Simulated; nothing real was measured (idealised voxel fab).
This is a process module. Its name is voxel gate over fins.
Cross-section cut spans 270 nm and uses square cells 5 nm in size.
Square cells in a grid make up a cross-section in this document, and the grid is given as bands, listed from the top down, each one or more rows of cells.
Top height, bottom height, nm. Materials left to right, width each, nm. Single material + "everywhere" = fills band edge to edge. "empty" = empty.
Height is counted from the level 0, under which the received wafer is composed throughout of one material. The lowest of the bands is not closed at the bottom but continues downward, in the notation "0 nm and below".
The notation "30 to 40" denotes a width that varies across the rows of cells in the band, beginning at the first number in the top row, finishing at the second number in the bottom row, and changing by an identical amount from each row to the next.
It should be understood that the words "remained the same", when stated for a given step, signify that the cross-section underwent no change in any of its cells during that step.
The entry "Sealed cavities" lists the empty spaces that cover at least 8 cells and have no open path to the top. Each is written as width x height at distance, where the distance is measured from the left edge and all three values are in nm.
Past the settings on a step's line: simulator remark, on that step.
Steps that use a mask can have "overlay nm" on their line. It says how far the mask sat to the right of where it was meant to be. Negative means to the left.
HERE'S WHAT THE PLANNED PROCESS STEPS LOOK LIKE
1: op RECEIVE | material Si
2: op CONFORMAL_DEP | material SiN | thk nm 5
3: op PATTERN | tone cover | mask id FINS | material resist | width nm 15 | pitch nm 40 | thk nm 15 | overlay nm 0
4: op DIRECTIONAL_ETCH | etch materials SiN | depth nm 5
5: op DIRECTIONAL_ETCH | etch materials Si | depth nm 35
6: op STRIP | etch materials resist
7: op OXIDIZE | depth nm 5
8: op FILL_DEP | material SiO2 | thk nm 15
9: op CMP | height nm 5
10: op SELECTIVE_ETCH | etch materials SiO2 | depth nm 15
11: op STRIP | etch materials SiN
12: op CONFORMAL_DEP | material HfO2 | thk nm 5
13: op CONFORMAL_DEP | material TiN | thk nm 5
14: op CONFORMAL_DEP | material TiAl | thk nm 5
15: op CONFORMAL_DEP | material TiN | thk nm 5
16: op FILL_DEP | material W | thk nm 15
17: op CMP | height nm 30
18: op CONFORMAL_DEP | material SiN | thk nm 10
Across this set of wafers, the varied parameter is the width nm of step 3. Starting conditions are identical for every wafer, and the plan reports the value assigned to the first wafer.
SECTIONAL VIEW: FIRST OF SEVERAL WAFERS, AS RECEIVED, AFTER STEP 1
* 0 nm and below = Si everywhere
* Sealed cavities: none
ONCE STEP 18, THE LAST STEP, IS COMPLETE, THE MODULE IS AT ITS END; THIS IS THE CROSS-SECTION OF THE FIRST OF SEVERAL WAFERS
* 40 nm to 30 nm = SiN everywhere
* 30 nm to 20 nm = W everywhere
* 20 nm to 15 nm = W: 70 | TiN: 125 | W: 75
* 15 nm to 10 nm = W: 70 | TiN: 5 | TiAl: 35 | TiN: 5 | TiAl: 35 | TiN: 5 | TiAl: 35 | TiN: 5 | W: 75
* 10 nm to 5 nm = TiN: 75 | TiAl: 5 | TiN: 25 | TiAl: 5 | TiN: 5 | TiAl: 5 | TiN: 25 | TiAl: 5 | TiN: 5 | TiAl: 5 | TiN: 25 | TiAl: 5 | TiN: 80
* 5 nm to 0 nm = TiAl: 80 | TiN: 5 | HfO2: 15 | TiN: 5 | TiAl: 15 | TiN: 5 | HfO2: 15 | TiN: 5 | TiAl: 15 | TiN: 5 | HfO2: 15 | TiN: 5 | TiAl: 85
* 0 nm to -5 nm = TiN: 85 | HfO2: 5 | Si: 5 | HfO2: 5 | TiN: 25 | HfO2: 5 | Si: 5 | HfO2: 5 | TiN: 25 | HfO2: 5 | Si: 5 | HfO2: 5 | TiN: 90
* -5 nm to -10 nm = HfO2: 90 | Si: 5 | HfO2: 35 | Si: 5 | HfO2: 35 | Si: 5 | HfO2: 95
* -10 nm to -40 nm = SiO2: 90 | Si: 5 | SiO2: 35 | Si: 5 | SiO2: 35 | Si: 5 | SiO2: 95
* -40 nm and below = Si everywhere
* Sealed cavities: none
CROSS-SECTION OF THE FINAL WAFER AMONG SEVERAL, TAKEN AT THE END OF THE MODULE
* 40 nm to 30 nm = SiN everywhere
* 30 nm to 20 nm = W everywhere
* 20 nm to 15 nm = W: 65 | TiN: 135 | W: 70
* 15 nm to 10 nm = W: 65 | TiN: 5 | TiAl: 125 | TiN: 5 | W: 70
* 10 nm to 5 nm = TiN: 70 | TiAl: 5 | TiN: 35 | TiAl: 5 | TiN: 35 | TiAl: 5 | TiN: 35 | TiAl: 5 | TiN: 75
* 5 nm to 0 nm = TiAl: 75 | TiN: 5 | HfO2: 25 | TiN: 5 | TiAl: 5 | TiN: 5 | HfO2: 25 | TiN: 5 | TiAl: 5 | TiN: 5 | HfO2: 25 | TiN: 5 | TiAl: 80
* 0 nm to -5 nm = TiN: 80 | HfO2: 5 | Si: 15 | HfO2: 5 | TiN: 15 | HfO2: 5 | Si: 15 | HfO2: 5 | TiN: 15 | HfO2: 5 | Si: 15 | HfO2: 5 | TiN: 85
* -5 nm to -10 nm = HfO2: 85 | Si: 15 | HfO2: 25 | Si: 15 | HfO2: 25 | Si: 15 | HfO2: 90
* -10 nm to -40 nm = SiO2: 85 | Si: 15 | SiO2: 25 | Si: 15 | SiO2: 25 | Si: 15 | SiO2: 90
* -40 nm and below = Si everywhere
* Sealed cavities: none
WHERE EACH WAFER STANDS AT THE END OF THE MODULE, A ROW APIECE: CELLS OF EACH MATERIAL GAINED (+) OR LOST (-) SINCE IT WAS RECEIVED, THEN CLOSED VOIDS
width nm 15; +66 HfO2; -408 Si; +108 SiN; +306 SiO2; +66 TiAl; +128 TiN; +166 W; Sealed cavities: none
width nm 20; +66 HfO2; -384 Si; +108 SiN; +288 SiO2; +66 TiAl; +124 TiN; +164 W; Sealed cavities: none
width nm 25; +66 HfO2; -360 Si; +108 SiN; +270 SiO2; +62 TiAl; +124 TiN; +162 W; Sealed cavities: none
